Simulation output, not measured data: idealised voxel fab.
process module | voxel self aligned vias
cross-section cut | 260 nm wide | cells 5 nm
A cross-section is a grid of square cells, given in bands from the top down. A band is one or more rows of cells.
Each band's line starts with the height of the band's top and of its bottom, in nm. Then come its materials from left to right, each with its width in nm. One material with "throughout" fills the band from edge to edge. "air" is empty space.
Height 0 is the level under which the wafer as received is all one material. The lowest band goes on downwards, as in "0 down".
A width such as "30 to 40" changes by the same amount from each row of cells to the next, from the band's top row to its bottom row.
"no change" after a step means that no cell of the cross-section changed.
closed voids: empty space of 8 cells or more with no open way to the top, each as width x height at its distance from the left edge, in nm
after a step's settings: what the simulator itself notes on the step
overlay nm, on a step with a mask: how far to the right of its planned place the mask lay; to the left if negative
plan
1 op RECEIVE | material Si
2 op CONFORMAL_DEP | material SiO2 | thk nm 10
3 op CONFORMAL_DEP | material SiCN | thk nm 5
4 op DIRECTIONAL_DEP | material lowk | thk nm 20
5 op PATTERN | tone open | mask id LINES | material resist | width nm 20 | pitch nm 50 | thk nm 20 | overlay nm 0
6 op DIRECTIONAL_ETCH | etch materials lowk | depth nm 30
7 op STRIP | etch materials resist
8 op CONFORMAL_DEP | material TiN | thk nm 5
9 op FILL_DEP | material W | thk nm 10
10 op CMP | height nm 45
11 op SELECTIVE_ETCH | etch materials W Ru TiN | depth nm 5
12 op FILL_DEP | material SiN | thk nm 10
13 op CMP | height nm 45
14 op DIRECTIONAL_DEP | material lowk | thk nm 20
15 op MASKED_ETCH | tone open | mask id VIAS | width nm 30 | etch materials lowk | depth nm 20 | overlay nm 0
16 op MASKED_ETCH | tone open | mask id VIAS | width nm 30 | etch materials SiN | depth nm 5 | overlay nm 0
17 op CONFORMAL_DEP | material TiN | thk nm 5
18 op FILL_DEP | material Cu | thk nm 5
19 op CMP | height nm 65
20 op CONFORMAL_DEP | material SiCN | thk nm 5
varied across the wafers: thk nm of step 4. The plan shows the first wafer's value. All wafers start alike
first wafer as received, after step 1
  0 down: Si throughout
  closed voids: none
first wafer at the end, after step 20
  70 to 65: SiCN throughout
  65 to 45: lowk 90 | TiN 5 | Cu 20 | TiN 5 | lowk 140
  45 to 40: SiN 90 | TiN 30 | SiN 140
  40 to 35: TiN 100 | W 10 | TiN 40 | W 10 | TiN 100
  35 to 20: lowk 95 | TiN 5 | W 10 | TiN 5 | lowk 30 | TiN 5 | W 10 | TiN 5 | lowk 95
  20 to 15: lowk 95 | TiN 20 | lowk 30 | TiN 20 | lowk 95
  15 to 10: SiCN throughout
  10 to 0: SiO2 throughout
  0 down: Si throughout
  closed voids: none
last wafer at the end
  70 to 65: SiCN throughout
  65 to 50: lowk 90 | TiN 5 | Cu 20 | TiN 5 | lowk 140
  50 to 45: lowk 90 | TiN 10 | Cu 10 | TiN 10 | lowk 140
  45 to 40: lowk 95 | TiN 20 | lowk 30 | SiN 20 | lowk 95
  40 to 35: lowk 95 | TiN 5 | W 10 | TiN 5 | lowk 30 | TiN 5 | W 10 | TiN 5 | lowk 95
  35 to 30: lowk 95 | TiN 20 | lowk 30 | TiN 20 | lowk 95
  30 to 15: lowk throughout
  15 to 10: SiCN throughout
  10 to 0: SiO2 throughout
  0 down: Si throughout
  closed voids: none
each wafer at the end: cells of each material gained (+) or lost (-) since it was received, then its closed voids
thk nm 20 | +16 Cu | +104 SiCN | +46 SiN | +104 SiO2 | +82 TiN | +16 W | +360 lowk | closed voids: none
thk nm 25 | +16 Cu | +104 SiCN | +46 SiN | +104 SiO2 | +38 TiN | +16 W | +404 lowk | closed voids: none
thk nm 30 | +14 Cu | +104 SiCN | +4 SiN | +104 SiO2 | +38 TiN | +16 W | +448 lowk | closed voids: none
thk nm 35 | +14 Cu | +104 SiCN | +4 SiN | +104 SiO2 | +34 TiN | +12 W | +456 lowk | closed voids: none
thk nm 40 | +14 Cu | +104 SiCN | +4 SiN | +104 SiO2 | +30 TiN | +8 W | +464 lowk | closed voids: none
thk nm 45 | +14 Cu | +104 SiCN | +4 SiN | +104 SiO2 | +26 TiN | +4 W | +472 lowk | closed voids: none
